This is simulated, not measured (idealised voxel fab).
The following is a process module called voxel air gaps.
Square cells of 5 nm make up the cross-section cut, whose width is 170 nm.
The cross-sections in this document take the form of a grid made of square cells. They are written out as bands, in order from top to bottom. Each band consists of one or more rows of cells. For a band, the entry starts with two heights in nm, that of the top and then that of the bottom, and carries on with the band's materials in order from left to right, each alongside its width in nm; the word "all across" beside a single material means it fills the band edge to edge, and "air" means empty space. All heights in this document are referenced to 0, defined as the level beneath which the wafer, as received, consists entirely of one material. The lowest band is not bounded below; it extends indefinitely downward and is written in the form "0 and below". Graded width ("30..40"): value in top row of band = first number; value in bottom row = second number; row-to-row change constant. Step marked "nothing changed"? Then no cell in the cross-section changed in it. Listed in "Trapped voids": every empty space of 8 or more cells without an open way to the top. Form: width x height at distance, the distance being from the left edge, all in nm. That trailing text on a step's line, after the settings, is the simulator's own remark on the step. overlay nm: mask right of planned place by this much (step with mask). Neg. = left.

Planned process steps
1,RECEIVE,material Si
2,CONFORMAL_DEP,material SiO2,thk nm 15
3,CONFORMAL_DEP,material SiCN,thk nm 5
4,DIRECTIONAL_DEP,material SiO2,thk nm 40
5,PATTERN,tone open,mask id LINES,material resist,width nm 25,pitch nm 50,thk nm 15,overlay nm 0
6,DIRECTIONAL_ETCH,etch materials SiO2,depth nm 40
7,STRIP,etch materials resist
8,CONFORMAL_DEP,material TiN,thk nm 5
9,FILL_DEP,material Cu,thk nm 5
10,CMP,height nm 60
11,EPI,material Ru,thk nm 10
12,SELECTIVE_ETCH,etch materials SiO2,depth nm 50
13,CONFORMAL_DEP,material SiCN,thk nm 5

As-received state of the wafer in cross-section, equivalent to post-step 1
0 and below = Si all across
Trapped voids: none

Final cross-section, module run with one mistake (start and plan as above)
85 down to 70 = SiCN all across
70 down to 60 = SiCN=10; Ru=45; SiCN=5; Ru=45; SiCN=5; Ru=45; SiCN=15
60 down to 55 = SiCN=20; TiN=5; Cu=15; TiN=5; SiCN=25; TiN=5; Cu=15; TiN=5; SiCN=25; TiN=5; Cu=15; TiN=5; SiCN=25
55 down to 50 = SiCN=20; TiN=5; Cu=15; TiN=5; SiCN=5; air=15; SiCN=5; TiN=5; Cu=15; TiN=5; SiCN=5; air=15; SiCN=5; TiN=5; Cu=15; TiN=5; SiCN=25
50 down to 45 = air=10; SiCN=10; TiN=5; Cu=15; TiN=5; SiCN=5; air=15; SiCN=5; TiN=5; Cu=15; TiN=5; SiCN=5; air=15; SiCN=5; TiN=5; Cu=15; TiN=5; SiCN=25
45 down to 35 = air=10; SiCN=10; TiN=5; Cu=15; TiN=5; SiCN=5; air=15; SiCN=5; TiN=5; Cu=15; TiN=5; SiCN=5; air=15; SiCN=5; TiN=5; Cu=15; TiN=5; SiCN=15; air=10
35 down to 30 = air=10; SiCN=10; TiN=5; Cu=15; TiN=5; SiCN=5; air=15; SiCN=5; TiN=5; Cu=15; TiN=5; SiCN=5; air=15; SiCN=5; TiN=5; Cu=15; TiN=5; SiCN=25
30 down to 25 = SiCN=20; TiN=5; Cu=15; TiN=5; SiCN=5; air=15; SiCN=5; TiN=5; Cu=15; TiN=5; SiCN=5; air=15; SiCN=5; TiN=5; Cu=15; TiN=5; SiCN=25
25 down to 20 = SiCN=20; TiN=25; SiCN=25; TiN=25; SiCN=25; TiN=25; SiCN=25
20 down to 15 = SiCN all across
15 down to 0 = SiO2 all across
0 and below = Si all across
Trapped voids: 10 x 20 at 0; 15 x 30 at 50; 15 x 30 at 100
The plan and the run diverged here: in deviation from the planned setting, step 13 was conducted as CONFORMAL_DEP,material SiCN,thk nm 15
